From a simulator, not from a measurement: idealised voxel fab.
This is a process module. Its name is voxel gate over fins.
Section cut is 175 nm wide and gridded with 5 nm square cells.
Heads up, the way a cross-section reads in here is a grid of square cells, handed over as bands from the top down, with every band being one or more rows of cells. It is stipulated that each band's entry specify, in nanometres, the height of the top of the band and then that of its bottom, followed by the materials of the band in left-to-right sequence, each together with its width in nanometres. A single material marked by the word "full width" is understood to fill the band from edge to edge; the word "blank" is understood to denote empty space. Height is counted from the level 0, under which the received wafer is composed throughout of one material. The lowest of the bands is not closed at the bottom but continues downward, in the notation "top 0, no bottom". Per-row width for "30->40": begins at first number (top row of band), ends at second number (bottom row), increment between rows held constant. Where the words "nothing was modified" appear for a step, the cross-section shows no cell changed by that step; every cell remained as before. Heads up: "Trapped void list" only lists the empty pockets with no open path to the top that are 8 cells or more, and it writes them as width x height at distance, distance from the left edge, in nm. Note: text after step settings on the step line = simulator remark on that step. The setting "overlay nm" may be written on the line of a step. When the step uses a mask, the value reports how far to the right of the planned place the mask lay, and a negative value reports that it lay to the left.

[Listed below are the process steps as planned]
1,RECEIVE | material Si
2,CONFORMAL_DEP | material SiN | thk nm 10
3,PATTERN | tone cover | mask id FINS | material resist | width nm 15 | pitch nm 35 | thk nm 15 | overlay nm -10
4,DIRECTIONAL_ETCH | etch materials SiN | depth nm 10
5,DIRECTIONAL_ETCH | etch materials Si | depth nm 30
6,STRIP | etch materials resist
7,OXIDIZE | depth nm 5
8,FILL_DEP | material SiO2 | thk nm 10
9,CMP | height nm 10
10,SELECTIVE_ETCH | etch materials SiO2 | depth nm 20
11,STRIP | etch materials SiN
12,CONFORMAL_DEP | material HfO2 | thk nm 5
13,CONFORMAL_DEP | material TiN | thk nm 5
14,CONFORMAL_DEP | material TiAl | thk nm 5
15,CONFORMAL_DEP | material TiN | thk nm 5
16,FILL_DEP | material W | thk nm 15
17,CMP | height nm 30
18,CONFORMAL_DEP | material SiN | thk nm 5
For this document, wafers share an identical start and vary in the step 3 overlay nm; the plan quotes the first wafer's value.

[First of several wafers, received after step 1, in cross-section]
top 0, no bottom | Si full width
Trapped void list: none

[Take any row and you have a wafer at the end of the module: how many cells of each material it has gained (+) or lost (-) since it was received, and then its closed voids]
overlay nm -10; +51 HfO2; -217 Si; +35 SiN; +155 SiO2; +51 TiAl; +90 TiN; +80 W; Trapped void list: none
overlay nm -5; +51 HfO2; -217 Si; +35 SiN; +155 SiO2; +51 TiAl; +90 TiN; +80 W; Trapped void list: none
overlay nm 0; +51 HfO2; -217 Si; +35 SiN; +155 SiO2; +51 TiAl; +90 TiN; +80 W; Trapped void list: none
overlay nm 5; +51 HfO2; -217 Si; +35 SiN; +155 SiO2; +51 TiAl; +90 TiN; +80 W; Trapped void list: none
overlay nm 10; +51 HfO2; -217 Si; +35 SiN; +155 SiO2; +51 TiAl; +90 TiN; +80 W; Trapped void list: none
overlay nm 15; +51 HfO2; -217 Si; +35 SiN; +155 SiO2; +51 TiAl; +90 TiN; +80 W; Trapped void list: none
